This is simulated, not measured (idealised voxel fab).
process module | voxel double patterning
cross-section cut | 265 nm wide | cells 5 nm
A cross-section is a grid of square cells, given in bands from the top down. A band is one or more rows of cells.
Each band's line starts with the height of the band's top and of its bottom, in nm. Then come its materials from left to right, each with its width in nm. One material with "throughout" fills the band from edge to edge. "air" is empty space.
Height 0 is the level under which the wafer as received is all one material. The lowest band goes on downwards, as in "0 down".
A width such as "30 to 40" changes by the same amount from each row of cells to the next, from the band's top row to its bottom row.
"no change" after a step means that no cell of the cross-section changed.
closed voids: empty space of 8 cells or more with no open way to the top, each as width x height at its distance from the left edge, in nm
after a step's settings: what the simulator itself notes on the step
overlay nm, on a step with a mask: how far to the right of its planned place the mask lay; to the left if negative
plan
1 op RECEIVE | material Si
2 op CONFORMAL_DEP | material SiO2 | thk nm 10
3 op DIRECTIONAL_DEP | material W | thk nm 20
4 op DIRECTIONAL_DEP | material SiCN | thk nm 10
5 op DIRECTIONAL_DEP | material aC | thk nm 10
6 op PATTERN | tone open | mask id FIRST | material resist | width nm 15 | pitch nm 50 | thk nm 30 | overlay nm 0
7 op DIRECTIONAL_ETCH | etch materials aC | depth nm 10
8 op STRIP | etch materials resist
9 op DIRECTIONAL_ETCH | etch materials SiCN | depth nm 10
10 op STRIP | etch materials aC
11 op MASKED_ETCH | tone open | mask id SECOND | width nm 15 | etch materials SiCN | depth nm 10 | overlay nm 0
12 op DIRECTIONAL_ETCH | etch materials W | depth nm 20
13 op STRIP | etch materials SiCN
first wafer, as planned
as received, after step 1
  0 down: Si throughout
  closed voids: none
after step 2
  10 to 0: SiO2 throughout
  below 0: unchanged
after step 3
  30 to 10: W throughout
  below 10: unchanged
after step 4
  40 to 30: SiCN throughout
  below 30: unchanged
after step 5
  50 to 40: aC throughout
  below 40: unchanged
after step 6
  80 to 50: resist 100 | air 15 | resist 35 | air 15 | resist 100
  below 50: unchanged
after step 7
  70 to 50: resist 100 | air 15 | resist 35 | air 15 | resist 100
  50 to 40: aC 100 | air 15 | aC 35 | air 15 | aC 100
  below 40: unchanged
after step 8
  50 to 40: aC 100 | air 15 | aC 35 | air 15 | aC 100
  below 40: unchanged
after step 9
  50 to 40: aC 100 | air 15 | aC 35 | air 15 | aC 100
  40 to 30: SiCN 100 | air 15 | SiCN 35 | air 15 | SiCN 100
  below 30: unchanged
after step 10
  40 to 30: SiCN 100 | air 15 | SiCN 35 | air 15 | SiCN 100
  below 30: unchanged
after step 11
  40 to 30: SiCN 100 | air 15 | SiCN 10 | air 15 | SiCN 10 | air 15 | SiCN 100
  below 30: unchanged
after step 12
  40 to 30: SiCN 100 | air 15 | SiCN 10 | air 15 | SiCN 10 | air 15 | SiCN 100
  30 to 10: W 100 | air 15 | W 10 | air 15 | W 10 | air 15 | W 100
  below 10: unchanged
after step 13
  30 to 10: W 100 | air 15 | W 10 | air 15 | W 10 | air 15 | W 100
  below 10: unchanged
second wafer: like start, like plan, one mistake. Through step 1 it matches the first wafer
when step 2 should have ended: no change
when step 3 should have ended
  20 to 0: W throughout
  below 0: unchanged
when step 4 should have ended
  30 to 20: SiCN throughout
  below 20: unchanged
when step 5 should have ended
  40 to 30: aC throughout
  below 30: unchanged
when step 6 should have ended
  70 to 40: resist 100 | air 15 | resist 35 | air 15 | resist 100
  below 40: unchanged
when step 7 should have ended
  60 to 40: resist 100 | air 15 | resist 35 | air 15 | resist 100
  40 to 30: aC 100 | air 15 | aC 35 | air 15 | aC 100
  below 30: unchanged
when step 8 should have ended
  40 to 30: aC 100 | air 15 | aC 35 | air 15 | aC 100
  below 30: unchanged
when step 9 should have ended
  40 to 30: aC 100 | air 15 | aC 35 | air 15 | aC 100
  30 to 20: SiCN 100 | air 15 | SiCN 35 | air 15 | SiCN 100
  below 20: unchanged
when step 10 should have ended
  30 to 20: SiCN 100 | air 15 | SiCN 35 | air 15 | SiCN 100
  below 20: unchanged
when step 11 should have ended
  30 to 20: SiCN 100 | air 15 | SiCN 10 | air 15 | SiCN 10 | air 15 | SiCN 100
  below 20: unchanged
when step 12 should have ended
  30 to 20: SiCN 100 | air 15 | SiCN 10 | air 15 | SiCN 10 | air 15 | SiCN 100
  20 to 0: W 100 | air 15 | W 10 | air 15 | W 10 | air 15 | W 100
  below 0: unchanged
when step 13 should have ended
  20 to 0: W 100 | air 15 | W 10 | air 15 | W 10 | air 15 | W 100
  below 0: unchanged
what went wrong: step 2 was left out
at the end the second wafer has, in cells: 106 fewer of SiO2
